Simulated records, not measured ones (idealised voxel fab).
A process module follows: voxel self aligned contacts.
The cross-section shown here is cut; it is 290 nm wide and divided into square cells measuring 5 nm on a side.
Square cells in a grid make up a cross-section in this document, and the grid is given as bands, listed from the top down, each one or more rows of cells. Within each band entry, the heights of the top and of the bottom of the band appear first, in that order and in nm; the materials of the band then follow from left to right, each with its corresponding width in nm. The designation "edge to edge" on a single material indicates that it fills the band from edge to edge; the designation "blank" indicates empty space. Heads up on the height convention: 0 is the point under which the incoming wafer is all one material, and the lowest band has no bottom, it just keeps going down, like "0 and below". With a width like "30->40", each row of cells in the band differs from the next by the same amount, the top row carrying the first number and the bottom row the second. "everything unchanged" -> step changed no cross-section cell. closed voids: empty space of 8 cells or more with no open way to the top, each as width x height at its distance from the left edge, in nm. What comes after the settings on a step's line is commentary from the simulator itself on that step. The optional step-line setting "overlay nm" applies to steps with a mask and quantifies how far to the right of its planned location the mask lay, a negative value indicating leftward placement. How should the pairs below be read? Each gives the cross-section before one process step and the cross-section after it, the latter drawn only to the lowest band that changed; the step that lies between them, with its settings, appears under the pair. Does a pair pick up where the pair above left off? Only where its entry headed "Pre-step geometry" says so, since pairs can come from different runs of this module on the same starting wafer.

[Pre-step geometry]
	0 and below | Si edge to edge
	closed voids: none

[Sectional Result]
	0 down to -5 | SiO2 edge to edge
	All layers under -5 are left as they were.
	closed voids: none
The two cross-sections above bracket this step: OXIDIZE (depth nm 5)

Pre-step geometry: Reference is made to the cross-section shown after the step in the pair directly above, which represents the state prior to this step.

[Sectional Result]
	20 down to 0 | polySi edge to edge
	All layers under 0 are left as they were.
	closed voids: none
The two cross-sections above bracket this step: DIRECTIONAL_DEP (material polySi; thk nm 20)

Pre-step geometry: Reference is made to the cross-section shown after the step in the pair directly above, which represents the state prior to this step.

[Sectional Result]
	40 down to 20 | SiN edge to edge
	All layers under 20 are left as they were.
	closed voids: none
The two cross-sections above bracket this step: DIRECTIONAL_DEP (material SiN; thk nm 20)

Pre-step geometry: Reference is made to the cross-section shown after the step in the pair directly above, which represents the state prior to this step.

[Sectional Result]
	55 down to 40 | aC edge to edge
	All layers under 40 are left as they were.
	closed voids: none
The two cross-sections above bracket this step: DIRECTIONAL_DEP (material aC; thk nm 15)

Pre-step geometry: Reference is made to the cross-section shown after the step in the pair directly above, which represents the state prior to this step.

[Sectional Result]
	85 down to 55 | blank 95 nm, then resist 30 nm, then blank 40 nm, then resist 30 nm, then blank 95 nm
	All layers under 55 are left as they were.
	closed voids: none
The two cross-sections above bracket this step: PATTERN (tone cover; mask id GATE; material resist; width nm 30; pitch nm 70; thk nm 30; overlay nm 0)

Pre-step geometry: Reference is made to the cross-section shown after the step in the pair directly above, which represents the state prior to this step.

[Sectional Result]
	70 down to 55 | blank 95 nm, then resist 30 nm, then blank 40 nm, then resist 30 nm, then blank 95 nm
	55 down to 40 | blank 95 nm, then aC 30 nm, then blank 40 nm, then aC 30 nm, then blank 95 nm
	All layers under 40 are left as they were.
	closed voids: none
The two cross-sections above bracket this step: DIRECTIONAL_ETCH (etch materials aC; depth nm 15)

Pre-step geometry: Reference is made to the cross-section shown after the step in the pair directly above, which represents the state prior to this step.

[Sectional Result]
	55 down to 40 | blank 95 nm, then aC 30 nm, then blank 40 nm, then aC 30 nm, then blank 95 nm
	All layers under 40 are left as they were.
	closed voids: none
The two cross-sections above bracket this step: STRIP (etch materials resist)

Pre-step geometry: Reference is made to the cross-section shown after the step in the pair directly above, which represents the state prior to this step.

[Sectional Result]
	55 down to 40 | blank 95 nm, then aC 30 nm, then blank 40 nm, then aC 30 nm, then blank 95 nm
	40 down to 20 | blank 95 nm, then SiN 30 nm, then blank 40 nm, then SiN 30 nm, then blank 95 nm
	All layers under 20 are left as they were.
	closed voids: none
The two cross-sections above bracket this step: DIRECTIONAL_ETCH (etch materials SiN; depth nm 20)

Pre-step geometry: Reference is made to the cross-section shown after the step in the pair directly above, which represents the state prior to this step.

[Sectional Result]
	55 down to 40 | blank 95 nm, then aC 30 nm, then blank 40 nm, then aC 30 nm, then blank 95 nm
	40 down to 20 | blank 95 nm, then SiN 30 nm, then blank 40 nm, then SiN 30 nm, then blank 95 nm
	20 down to 0 | blank 95 nm, then polySi 30 nm, then blank 40 nm, then polySi 30 nm, then blank 95 nm
	All layers under 0 are left as they were.
	closed voids: none
The two cross-sections above bracket this step: DIRECTIONAL_ETCH (etch materials polySi; depth nm 20)

Pre-step geometry: Reference is made to the cross-section shown after the step in the pair directly above, which represents the state prior to this step.

[Sectional Result]
	40 down to 20 | blank 95 nm, then SiN 30 nm, then blank 40 nm, then SiN 30 nm, then blank 95 nm
	All layers under 20 are left as they were.
	closed voids: none
The two cross-sections above bracket this step: STRIP (etch materials aC)

Pre-step geometry: Reference is made to the cross-section shown after the step in the pair directly above, which represents the state prior to this step.

[Sectional Result]
	50 down to 20 | blank 85 nm, then SiN 50 nm, then blank 20 nm, then SiN 50 nm, then blank 85 nm
	20 down to 10 | blank 85 nm, then SiN 10 nm, then polySi 30 nm, then SiN 10 nm, then blank 20 nm, then SiN 10 nm, then polySi 30 nm, then SiN 10 nm, then blank 85 nm
	10 down to 0 | SiN 95 nm, then polySi 30 nm, then SiN 40 nm, then polySi 30 nm, then SiN 95 nm
	All layers under 0 are left as they were.
	closed voids: none
The two cross-sections above bracket this step: CONFORMAL_DEP (material SiN; thk nm 10)

Pre-step geometry: Reference is made to the cross-section shown after the step in the pair directly above, which represents the state prior to this step.

[Sectional Result]
	40 down to 20 | blank 85 nm, then SiN 50 nm, then blank 20 nm, then SiN 50 nm, then blank 85 nm
	20 down to 0 | blank 85 nm, then SiN 10 nm, then polySi 30 nm, then SiN 10 nm, then blank 20 nm, then SiN 10 nm, then polySi 30 nm, then SiN 10 nm, then blank 85 nm
	All layers under 0 are left as they were.
	closed voids: none
The two cross-sections above bracket this step: DIRECTIONAL_ETCH (etch materials SiN; depth nm 10)

Pre-step geometry: Reference is made to the cross-section shown after the step in the pair directly above, which represents the state prior to this step.

[Sectional Result]
	60 down to 40 | SiO2 edge to edge
	40 down to 20 | SiO2 85 nm, then SiN 50 nm, then SiO2 20 nm, then SiN 50 nm, then SiO2 85 nm
	20 down to 0 | SiO2 85 nm, then SiN 10 nm, then polySi 30 nm, then SiN 10 nm, then SiO2 20 nm, then SiN 10 nm, then polySi 30 nm, then SiN 10 nm, then SiO2 85 nm
	All layers under 0 are left as they were.
	closed voids: none
The two cross-sections above bracket this step: FILL_DEP (material SiO2; thk nm 20)

Pre-step geometry: Reference is made to the cross-section shown after the step in the pair directly above, which represents the state prior to this step.

[Sectional Result]
	50 down to 40 | SiO2 edge to edge
	All layers under 40 are left as they were.
	closed voids: none
The two cross-sections above bracket this step: CMP (height nm 50)

Pre-step geometry: Reference is made to the cross-section shown after the step in the pair directly above, which represents the state prior to this step.

[Sectional Result]
	65 down to 50 | aC edge to edge
	All layers under 50 are left as they were.
	closed voids: none
The two cross-sections above bracket this step: DIRECTIONAL_DEP (material aC; thk nm 15)

Pre-step geometry: Reference is made to the cross-section shown after the step in the pair directly above, which represents the state prior to this step.

[Sectional Result]
	95 down to 65 | resist 120 nm, then blank 50 nm, then resist 120 nm
	All layers under 65 are left as they were.
	closed voids: none
The two cross-sections above bracket this step: PATTERN (tone open; mask id CONTACT; material resist; width nm 50; thk nm 30; overlay nm 0)

Pre-step geometry: Reference is made to the cross-section shown after the step in the pair directly above, which represents the state prior to this step.

[Sectional Result]
	80 down to 65 | resist 120 nm, then blank 50 nm, then resist 120 nm
	65 down to 50 | aC 120 nm, then blank 50 nm, then aC 120 nm
	All layers under 50 are left as they were.
	closed voids: none
The two cross-sections above bracket this step: DIRECTIONAL_ETCH (etch materials aC; depth nm 15)

Pre-step geometry: Reference is made to the cross-section shown after the step in the pair directly above, which represents the state prior to this step.

[Sectional Result]
	65 down to 50 | aC 120 nm, then blank 50 nm, then aC 120 nm
	All layers under 50 are left as they were.
	closed voids: none
The two cross-sections above bracket this step: STRIP (etch materials resist)

Pre-step geometry: Reference is made to the cross-section shown after the step in the pair directly above, which represents the state prior to this step.

[Sectional Result]
	65 down to 50 | aC 120 nm, then blank 50 nm, then aC 120 nm
	50 down to 40 | SiO2 120 nm, then blank 50 nm, then SiO2 120 nm
	40 down to 20 | SiO2 85 nm, then SiN 50 nm, then blank 20 nm, then SiN 50 nm, then SiO2 85 nm
	20 down to 0 | SiO2 85 nm, then SiN 10 nm, then polySi 30 nm, then SiN 10 nm, then blank 20 nm, then SiN 10 nm, then polySi 30 nm, then SiN 10 nm, then SiO2 85 nm
	0 down to -5 | SiO2 135 nm, then blank 20 nm, then SiO2 135 nm
	All layers under -5 are left as they were.
	closed voids: none
The two cross-sections above bracket this step: DIRECTIONAL_ETCH (etch materials SiO2; depth nm 55)

Pre-step geometry: Reference is made to the cross-section shown after the step in the pair directly above, which represents the state prior to this step.

[Sectional Result]
	50 down to 40 | SiO2 120 nm, then blank 50 nm, then SiO2 120 nm
	All layers under 40 are left as they were.
	closed voids: none
The two cross-sections above bracket this step: STRIP (etch materials aC)

Pre-step geometry: Reference is made to the cross-section shown after the step in the pair directly above, which represents the state prior to this step.

[Sectional Result]
	55 down to 50 | TiN 125 nm, then blank 40 nm, then TiN 125 nm
	50 down to 40 | SiO2 120 nm, then TiN 5->20 nm, then blank 40->10 nm, then TiN 5->20 nm, then SiO2 120 nm
	40 down to 20 | SiO2 85 nm, then SiN 50 nm, then TiN 5 nm, then blank 10 nm, then TiN 5 nm, then SiN 50 nm, then SiO2 85 nm
	20 down to 0 | SiO2 85 nm, then SiN 10 nm, then polySi 30 nm, then SiN 10 nm, then TiN 5 nm, then blank 10 nm, then TiN 5 nm, then SiN 10 nm, then polySi 30 nm, then SiN 10 nm, then SiO2 85 nm
	0 down to -5 | SiO2 135 nm, then TiN 20 nm, then SiO2 135 nm
	All layers under -5 are left as they were.
	closed voids: none
The two cross-sections above bracket this step: CONFORMAL_DEP (material TiN; thk nm 5)

Pre-step geometry: Reference is made to the cross-section shown after the step in the pair directly above, which represents the state prior to this step.

[Sectional Result]
	65 down to 55 | Ru edge to edge
	55 down to 50 | TiN 125 nm, then Ru 40 nm, then TiN 125 nm
	50 down to 40 | SiO2 120 nm, then TiN 5->20 nm, then Ru 40->10 nm, then TiN 5->20 nm, then SiO2 120 nm
	40 down to 20 | SiO2 85 nm, then SiN 50 nm, then TiN 5 nm, then Ru 10 nm, then TiN 5 nm, then SiN 50 nm, then SiO2 85 nm
	20 down to 0 | SiO2 85 nm, then SiN 10 nm, then polySi 30 nm, then SiN 10 nm, then TiN 5 nm, then Ru 10 nm, then TiN 5 nm, then SiN 10 nm, then polySi 30 nm, then SiN 10 nm, then SiO2 85 nm
	All layers under 0 are left as they were.
	closed voids: none
The two cross-sections above bracket this step: FILL_DEP (material Ru; thk nm 10)

Pre-step geometry: Reference is made to the cross-section shown after the step in the pair directly above, which represents the state prior to this step.

[Sectional Result]
	50 down to 40 | SiO2 120 nm, then TiN 5->20 nm, then Ru 40->10 nm, then TiN 5->20 nm, then SiO2 120 nm
	All layers under 40 are left as they were.
	closed voids: none
The two cross-sections above bracket this step: CMP (height nm 50)

Pre-step geometry: Reference is made to the cross-section shown after the step in the pair directly above, which represents the state prior to this step.

[Sectional Result]
	55 down to 50 | SiN edge to edge
	All layers under 50 are left as they were.
	closed voids: none
The two cross-sections above bracket this step: CONFORMAL_DEP (material SiN; thk nm 5)

[Pre-step geometry]
	65 down to 55 | Ru edge to edge
	55 down to 50 | TiN 125 nm, then Ru 40 nm, then TiN 125 nm
	50 down to 40 | SiO2 120 nm, then TiN 5->20 nm, then Ru 40->10 nm, then TiN 5->20 nm, then SiO2 120 nm
	40 down to 20 | SiO2 85 nm, then SiN 50 nm, then TiN 5 nm, then Ru 10 nm, then TiN 5 nm, then SiN 50 nm, then SiO2 85 nm
	20 down to 0 | SiO2 85 nm, then SiN 10 nm, then polySi 30 nm, then SiN 10 nm, then TiN 5 nm, then Ru 10 nm, then TiN 5 nm, then SiN 10 nm, then polySi 30 nm, then SiN 10 nm, then SiO2 85 nm
	0 down to -5 | SiO2 135 nm, then TiN 20 nm, then SiO2 135 nm
	-5 and below | Si edge to edge
	closed voids: none

[Sectional Result]
	70 down to 65 | SiN edge to edge
	All layers under 65 are left as they were.
	closed voids: none
The two cross-sections above bracket this step: CONFORMAL_DEP (material SiN; thk nm 5)

[Pre-step geometry]
	40 down to 20 | SiN edge to edge
	20 down to 0 | polySi edge to edge
	0 down to -5 | SiO2 edge to edge
	-5 and below | Si edge to edge
	closed voids: none

[Sectional Result]
	60 down to 20 | SiN edge to edge
	All layers under 20 are left as they were.
	closed voids: none
The two cross-sections above bracket this step: DIRECTIONAL_DEP (material SiN; thk nm 20)

Pre-step geometry: Reference is made to the cross-section shown after the step in the pair directly above, which represents the state prior to this step.

[Sectional Result]
	75 down to 60 | aC edge to edge
	All layers under 60 are left as they were.
	closed voids: none
The two cross-sections above bracket this step: DIRECTIONAL_DEP (material aC; thk nm 15)

Pre-step geometry: Reference is made to the cross-section shown after the step in the pair directly above, which represents the state prior to this step.

[Sectional Result]
	105 down to 75 | blank 95 nm, then resist 30 nm, then blank 40 nm, then resist 30 nm, then blank 95 nm
	All layers under 75 are left as they were.
	closed voids: none
The two cross-sections above bracket this step: PATTERN (tone cover; mask id GATE; material resist; width nm 30; pitch nm 70; thk nm 30; overlay nm 0)

Pre-step geometry: Reference is made to the cross-section shown after the step in the pair directly above, which represents the state prior to this step.

[Sectional Result]
	90 down to 75 | blank 95 nm, then resist 30 nm, then blank 40 nm, then resist 30 nm, then blank 95 nm
	75 down to 60 | blank 95 nm, then aC 30 nm, then blank 40 nm, then aC 30 nm, then blank 95 nm
	All layers under 60 are left as they were.
	closed voids: none
The two cross-sections above bracket this step: DIRECTIONAL_ETCH (etch materials aC; depth nm 15)

Pre-step geometry: Reference is made to the cross-section shown after the step in the pair directly above, which represents the state prior to this step.

[Sectional Result]
	75 down to 60 | blank 95 nm, then aC 30 nm, then blank 40 nm, then aC 30 nm, then blank 95 nm
	All layers under 60 are left as they were.
	closed voids: none
The two cross-sections above bracket this step: STRIP (etch materials resist)

Pre-step geometry: Reference is made to the cross-section shown after the step in the pair directly above, which represents the state prior to this step.

[Sectional Result]
	75 down to 60 | blank 95 nm, then aC 30 nm, then blank 40 nm, then aC 30 nm, then blank 95 nm
	60 down to 40 | blank 95 nm, then SiN 30 nm, then blank 40 nm, then SiN 30 nm, then blank 95 nm
	All layers under 40 are left as they were.
	closed voids: none
The two cross-sections above bracket this step: DIRECTIONAL_ETCH (etch materials SiN; depth nm 20)

Pre-step geometry: Reference is made to the cross-section shown after the step in the pair directly above, which represents the state prior to this step.

[Sectional Result]
	60 down to 40 | blank 95 nm, then SiN 30 nm, then blank 40 nm, then SiN 30 nm, then blank 95 nm
	All layers under 40 are left as they were.
	closed voids: none
The two cross-sections above bracket this step: STRIP (etch materials aC)

Pre-step geometry: Reference is made to the cross-section shown after the step in the pair directly above, which represents the state prior to this step.

[Sectional Result]
	70 down to 50 | blank 85 nm, then SiN 50 nm, then blank 20 nm, then SiN 50 nm, then blank 85 nm
	50 down to 20 | SiN edge to edge
	All layers under 20 are left as they were.
	closed voids: none
The two cross-sections above bracket this step: CONFORMAL_DEP (material SiN; thk nm 10)

Pre-step geometry: Reference is made to the cross-section shown after the step in the pair directly above, which represents the state prior to this step.

[Sectional Result]
	60 down to 40 | blank 85 nm, then SiN 50 nm, then blank 20 nm, then SiN 50 nm, then blank 85 nm
	All layers under 40 are left as they were.
	closed voids: none
The two cross-sections above bracket this step: DIRECTIONAL_ETCH (etch materials SiN; depth nm 10)

Pre-step geometry: Reference is made to the cross-section shown after the step in the pair directly above, which represents the state prior to this step.

[Sectional Result]
	80 down to 60 | SiO2 edge to edge
	60 down to 40 | SiO2 85 nm, then SiN 50 nm, then SiO2 20 nm, then SiN 50 nm, then SiO2 85 nm
	All layers under 40 are left as they were.
	closed voids: none
The two cross-sections above bracket this step: FILL_DEP (material SiO2; thk nm 20)

Pre-step geometry: Reference is made to the cross-section shown after the step in the pair directly above, which represents the state prior to this step.

[Sectional Result]
	50 down to 40 | SiO2 85 nm, then SiN 50 nm, then SiO2 20 nm, then SiN 50 nm, then SiO2 85 nm
	All layers under 40 are left as they were.
	closed voids: none
The two cross-sections above bracket this step: CMP (height nm 50)

Pre-step geometry: Reference is made to the cross-section shown after the step in the pair directly above, which represents the state prior to this step.

[Sectional Result]
	65 down to 50 | aC edge to edge
	All layers under 50 are left as they were.
	closed voids: none
The two cross-sections above bracket this step: DIRECTIONAL_DEP (material aC; thk nm 15)

Pre-step geometry: Reference is made to the cross-section shown after the step in the pair directly above, which represents the state prior to this step.

[Sectional Result]
	95 down to 65 | resist 120 nm, then blank 50 nm, then resist 120 nm
	All layers under 65 are left as they were.
	closed voids: none
The two cross-sections above bracket this step: PATTERN (tone open; mask id CONTACT; material resist; width nm 50; thk nm 30; overlay nm 0)

Pre-step geometry: Reference is made to the cross-section shown after the step in the pair directly above, which represents the state prior to this step.

[Sectional Result]
	80 down to 65 | resist 120 nm, then blank 50 nm, then resist 120 nm
	65 down to 50 | aC 120 nm, then blank 50 nm, then aC 120 nm
	All layers under 50 are left as they were.
	closed voids: none
The two cross-sections above bracket this step: DIRECTIONAL_ETCH (etch materials aC; depth nm 15)

Pre-step geometry: Reference is made to the cross-section shown after the step in the pair directly above, which represents the state prior to this step.

[Sectional Result]
	65 down to 50 | aC 120 nm, then blank 50 nm, then aC 120 nm
	All layers under 50 are left as they were.
	closed voids: none
The two cross-sections above bracket this step: STRIP (etch materials resist)

Pre-step geometry: Reference is made to the cross-section shown after the step in the pair directly above, which represents the state prior to this step.

[Sectional Result]
	65 down to 50 | aC 120 nm, then blank 50 nm, then aC 120 nm
	50 down to 40 | SiO2 85 nm, then SiN 50 nm, then blank 20 nm, then SiN 50 nm, then SiO2 85 nm
	All layers under 40 are left as they were.
	closed voids: none
The two cross-sections above bracket this step: DIRECTIONAL_ETCH (etch materials SiO2; depth nm 55)

Pre-step geometry: Reference is made to the cross-section shown after the step in the pair directly above, which represents the state prior to this step.

[Sectional Result]
	50 down to 40 | SiO2 85 nm, then SiN 50 nm, then blank 20 nm, then SiN 50 nm, then SiO2 85 nm
	All layers under 40 are left as they were.
	closed voids: none
The two cross-sections above bracket this step: STRIP (etch materials aC)

Pre-step geometry: Reference is made to the cross-section shown after the step in the pair directly above, which represents the state prior to this step.

[Sectional Result]
	55 down to 50 | TiN 140 nm, then blank 10 nm, then TiN 140 nm
	50 down to 45 | SiO2 85 nm, then SiN 50 nm, then TiN 5 nm, then blank 10 nm, then TiN 5 nm, then SiN 50 nm, then SiO2 85 nm
	45 down to 40 | SiO2 85 nm, then SiN 50 nm, then TiN 20 nm, then SiN 50 nm, then SiO2 85 nm
	All layers under 40 are left as they were.
	closed voids: none
The two cross-sections above bracket this step: CONFORMAL_DEP (material TiN; thk nm 5)

Pre-step geometry: Reference is made to the cross-section shown after the step in the pair directly above, which represents the state prior to this step.

[Sectional Result]
	65 down to 55 | Ru edge to edge
	55 down to 50 | TiN 140 nm, then Ru 10 nm, then TiN 140 nm
	50 down to 45 | SiO2 85 nm, then SiN 50 nm, then TiN 5 nm, then Ru 10 nm, then TiN 5 nm, then SiN 50 nm, then SiO2 85 nm
	All layers under 45 are left as they were.
	closed voids: none
The two cross-sections above bracket this step: FILL_DEP (material Ru; thk nm 10)

Pre-step geometry: Reference is made to the cross-section shown after the step in the pair directly above, which represents the state prior to this step.

[Sectional Result]
	50 down to 45 | SiO2 85 nm, then SiN 50 nm, then TiN 5 nm, then Ru 10 nm, then TiN 5 nm, then SiN 50 nm, then SiO2 85 nm
	All layers under 45 are left as they were.
	closed voids: none
The two cross-sections above bracket this step: CMP (height nm 50)

Pre-step geometry: Reference is made to the cross-section shown after the step in the pair directly above, which represents the state prior to this step.

[Sectional Result]
	55 down to 50 | SiN edge to edge
	All layers under 50 are left as they were.
	closed voids: none
The two cross-sections above bracket this step: CONFORMAL_DEP (material SiN; thk nm 5)

[Pre-step geometry]
	40 down to 20 | blank 95 nm, then SiN 30 nm, then blank 40 nm, then SiN 30 nm, then blank 95 nm
	20 down to 0 | blank 95 nm, then polySi 30 nm, then blank 40 nm, then polySi 30 nm, then blank 95 nm
	0 down to -5 | SiO2 edge to edge
	-5 and below | Si edge to edge
	closed voids: none

[Sectional Result]
	30 down to 20 | blank 95 nm, then SiN 30 nm, then blank 40 nm, then SiN 30 nm, then blank 95 nm
	All layers under 20 are left as they were.
	closed voids: none
The two cross-sections above bracket this step: DIRECTIONAL_ETCH (etch materials SiN; depth nm 10)

Pre-step geometry: Reference is made to the cross-section shown after the step in the pair directly above, which represents the state prior to this step.

[Sectional Result]
	40 down to 20 | blank 85 nm, then SiN 50 nm, then blank 20 nm, then SiN 50 nm, then blank 85 nm
	20 down to 10 | blank 85 nm, then SiN 10 nm, then polySi 30 nm, then SiN 10 nm, then blank 20 nm, then SiN 10 nm, then polySi 30 nm, then SiN 10 nm, then blank 85 nm
	10 down to 0 | SiN 95 nm, then polySi 30 nm, then SiN 40 nm, then polySi 30 nm, then SiN 95 nm
	All layers under 0 are left as they were.
	closed voids: none
The two cross-sections above bracket this step: CONFORMAL_DEP (material SiN; thk nm 10)

Pre-step geometry: Reference is made to the cross-section shown after the step in the pair directly above, which represents the state prior to this step.

[Sectional Result]
	60 down to 40 | SiO2 edge to edge
	40 down to 20 | SiO2 85 nm, then SiN 50 nm, then SiO2 20 nm, then SiN 50 nm, then SiO2 85 nm
	20 down to 10 | SiO2 85 nm, then SiN 10 nm, then polySi 30 nm, then SiN 10 nm, then SiO2 20 nm, then SiN 10 nm, then polySi 30 nm, then SiN 10 nm, then SiO2 85 nm
	All layers under 10 are left as they were.
	closed voids: none
The two cross-sections above bracket this step: FILL_DEP (material SiO2; thk nm 20)

Pre-step geometry: Reference is made to the cross-section shown after the step in the pair directly above, which represents the state prior to this step.

[Sectional Result]
	50 down to 40 | SiO2 edge to edge
	All layers under 40 are left as they were.
	closed voids: none
The two cross-sections above bracket this step: CMP (height nm 50)

Pre-step geometry: Reference is made to the cross-section shown after the step in the pair directly above, which represents the state prior to this step.

[Sectional Result]
	65 down to 50 | aC edge to edge
	All layers under 50 are left as they were.
	closed voids: none
The two cross-sections above bracket this step: DIRECTIONAL_DEP (material aC; thk nm 15)

Pre-step geometry: Reference is made to the cross-section shown after the step in the pair directly above, which represents the state prior to this step.

[Sectional Result]
	95 down to 65 | resist 120 nm, then blank 50 nm, then resist 120 nm
	All layers under 65 are left as they were.
	closed voids: none
The two cross-sections above bracket this step: PATTERN (tone open; mask id CONTACT; material resist; width nm 50; thk nm 30; overlay nm 0)

Pre-step geometry: Reference is made to the cross-section shown after the step in the pair directly above, which represents the state prior to this step.

[Sectional Result]
	80 down to 65 | resist 120 nm, then blank 50 nm, then resist 120 nm
	65 down to 50 | aC 120 nm, then blank 50 nm, then aC 120 nm
	All layers under 50 are left as they were.
	closed voids: none
The two cross-sections above bracket this step: DIRECTIONAL_ETCH (etch materials aC; depth nm 15)

Pre-step geometry: Reference is made to the cross-section shown after the step in the pair directly above, which represents the state prior to this step.

[Sectional Result]
	65 down to 50 | aC 120 nm, then blank 50 nm, then aC 120 nm
	All layers under 50 are left as they were.
	closed voids: none
The two cross-sections above bracket this step: STRIP (etch materials resist)

Pre-step geometry: Reference is made to the cross-section shown after the step in the pair directly above, which represents the state prior to this step.

[Sectional Result]
	65 down to 50 | aC 120 nm, then blank 50 nm, then aC 120 nm
	50 down to 40 | SiO2 120 nm, then blank 50 nm, then SiO2 120 nm
	40 down to 20 | SiO2 85 nm, then SiN 50 nm, then blank 20 nm, then SiN 50 nm, then SiO2 85 nm
	20 down to 10 | SiO2 85 nm, then SiN 10 nm, then polySi 30 nm, then SiN 10 nm, then blank 20 nm, then SiN 10 nm, then polySi 30 nm, then SiN 10 nm, then SiO2 85 nm
	All layers under 10 are left as they were.
	closed voids: none
The two cross-sections above bracket this step: DIRECTIONAL_ETCH (etch materials SiO2; depth nm 55)

Pre-step geometry: Reference is made to the cross-section shown after the step in the pair directly above, which represents the state prior to this step.

[Sectional Result]
	50 down to 40 | SiO2 120 nm, then blank 50 nm, then SiO2 120 nm
	All layers under 40 are left as they were.
	closed voids: none
The two cross-sections above bracket this step: STRIP (etch materials aC)

Pre-step geometry: Reference is made to the cross-section shown after the step in the pair directly above, which represents the state prior to this step.

[Sectional Result]
	55 down to 50 | TiN 125 nm, then blank 40 nm, then TiN 125 nm
	50 down to 40 | SiO2 120 nm, then TiN 5->20 nm, then blank 40->10 nm, then TiN 5->20 nm, then SiO2 120 nm
	40 down to 20 | SiO2 85 nm, then SiN 50 nm, then TiN 5 nm, then blank 10 nm, then TiN 5 nm, then SiN 50 nm, then SiO2 85 nm
	20 down to 15 | SiO2 85 nm, then SiN 10 nm, then polySi 30 nm, then SiN 10 nm, then TiN 5 nm, then blank 10 nm, then TiN 5 nm, then SiN 10 nm, then polySi 30 nm, then SiN 10 nm, then SiO2 85 nm
	15 down to 10 | SiO2 85 nm, then SiN 10 nm, then polySi 30 nm, then SiN 10 nm, then TiN 20 nm, then SiN 10 nm, then polySi 30 nm, then SiN 10 nm, then SiO2 85 nm
	All layers under 10 are left as they were.
	closed voids: none
The two cross-sections above bracket this step: CONFORMAL_DEP (material TiN; thk nm 5)

Pre-step geometry: Reference is made to the cross-section shown after the step in the pair directly above, which represents the state prior to this step.

[Sectional Result]
	65 down to 55 | Ru edge to edge
	55 down to 50 | TiN 125 nm, then Ru 40 nm, then TiN 125 nm
	50 down to 40 | SiO2 120 nm, then TiN 5->20 nm, then Ru 40->10 nm, then TiN 5->20 nm, then SiO2 120 nm
	40 down to 20 | SiO2 85 nm, then SiN 50 nm, then TiN 5 nm, then Ru 10 nm, then TiN 5 nm, then SiN 50 nm, then SiO2 85 nm
	20 down to 15 | SiO2 85 nm, then SiN 10 nm, then polySi 30 nm, then SiN 10 nm, then TiN 5 nm, then Ru 10 nm, then TiN 5 nm, then SiN 10 nm, then polySi 30 nm, then SiN 10 nm, then SiO2 85 nm
	All layers under 15 are left as they were.
	closed voids: none
The two cross-sections above bracket this step: FILL_DEP (material Ru; thk nm 10)

Pre-step geometry: Reference is made to the cross-section shown after the step in the pair directly above, which represents the state prior to this step.

[Sectional Result]
	50 down to 40 | SiO2 120 nm, then TiN 5->20 nm, then Ru 40->10 nm, then TiN 5->20 nm, then SiO2 120 nm
	All layers under 40 are left as they were.
	closed voids: none
The two cross-sections above bracket this step: CMP (height nm 50)

Pre-step geometry: Reference is made to the cross-section shown after the step in the pair directly above, which represents the state prior to this step.

[Sectional Result]
	55 down to 50 | SiN edge to edge
	All layers under 50 are left as they were.
	closed voids: none
The two cross-sections above bracket this step: CONFORMAL_DEP (material SiN; thk nm 5)

[Pre-step geometry]
	65 down to 55 | Ru edge to edge
	55 down to 50 | TiN 125 nm, then Ru 40 nm, then TiN 125 nm
	50 down to 40 | SiO2 120 nm, then TiN 5->20 nm, then Ru 40->10 nm, then TiN 5->20 nm, then SiO2 120 nm
	40 down to 20 | SiO2 85 nm, then SiN 50 nm, then TiN 5 nm, then Ru 10 nm, then TiN 5 nm, then SiN 50 nm, then SiO2 85 nm
	20 down to 0 | SiO2 85 nm, then SiN 10 nm, then polySi 30 nm, then SiN 10 nm, then TiN 5 nm, then Ru 10 nm, then TiN 5 nm, then SiN 10 nm, then polySi 30 nm, then SiN 10 nm, then SiO2 85 nm
	0 down to -5 | SiO2 135 nm, then TiN 20 nm, then SiO2 135 nm
	-5 and below | Si edge to edge
	closed voids: none

[Sectional Result]
	55 down to 50 | TiN 125 nm, then Ru 40 nm, then TiN 125 nm
	All layers under 50 are left as they were.
	closed voids: none
The two cross-sections above bracket this step: CMP (height nm 55)

Pre-step geometry: Reference is made to the cross-section shown after the step in the pair directly above, which represents the state prior to this step.

[Sectional Result]
	60 down to 55 | SiN edge to edge
	All layers under 55 are left as they were.
	closed voids: none
The two cross-sections above bracket this step: CONFORMAL_DEP (material SiN; thk nm 5)

[Pre-step geometry]
	55 down to 40 | aC edge to edge
	40 down to 20 | SiN edge to edge
	20 down to 0 | polySi edge to edge
	0 down to -5 | SiO2 edge to edge
	-5 and below | Si edge to edge
	closed voids: none

[Sectional Result]
	85 down to 55 | blank 95 nm, then resist 35 nm, then blank 35 nm, then resist 35 nm, then blank 90 nm
	All layers under 55 are left as they were.
	closed voids: none
The two cross-sections above bracket this step: PATTERN (tone cover; mask id GATE; material resist; width nm 35; pitch nm 70; thk nm 30; overlay nm 0)

Pre-step geometry: Reference is made to the cross-section shown after the step in the pair directly above, which represents the state prior to this step.

[Sectional Result]
	70 down to 55 | blank 95 nm, then resist 35 nm, then blank 35 nm, then resist 35 nm, then blank 90 nm
	55 down to 40 | blank 95 nm, then aC 35 nm, then blank 35 nm, then aC 35 nm, then blank 90 nm
	All layers under 40 are left as they were.
	closed voids: none
The two cross-sections above bracket this step: DIRECTIONAL_ETCH (etch materials aC; depth nm 15)

Pre-step geometry: Reference is made to the cross-section shown after the step in the pair directly above, which represents the state prior to this step.

[Sectional Result]
	55 down to 40 | blank 95 nm, then aC 35 nm, then blank 35 nm, then aC 35 nm, then blank 90 nm
	All layers under 40 are left as they were.
	closed voids: none
The two cross-sections above bracket this step: STRIP (etch materials resist)

Pre-step geometry: Reference is made to the cross-section shown after the step in the pair directly above, which represents the state prior to this step.

[Sectional Result]
	55 down to 40 | blank 95 nm, then aC 35 nm, then blank 35 nm, then aC 35 nm, then blank 90 nm
	40 down to 20 | blank 95 nm, then SiN 35 nm, then blank 35 nm, then SiN 35 nm, then blank 90 nm
	All layers under 20 are left as they were.
	closed voids: none
The two cross-sections above bracket this step: DIRECTIONAL_ETCH (etch materials SiN; depth nm 20)
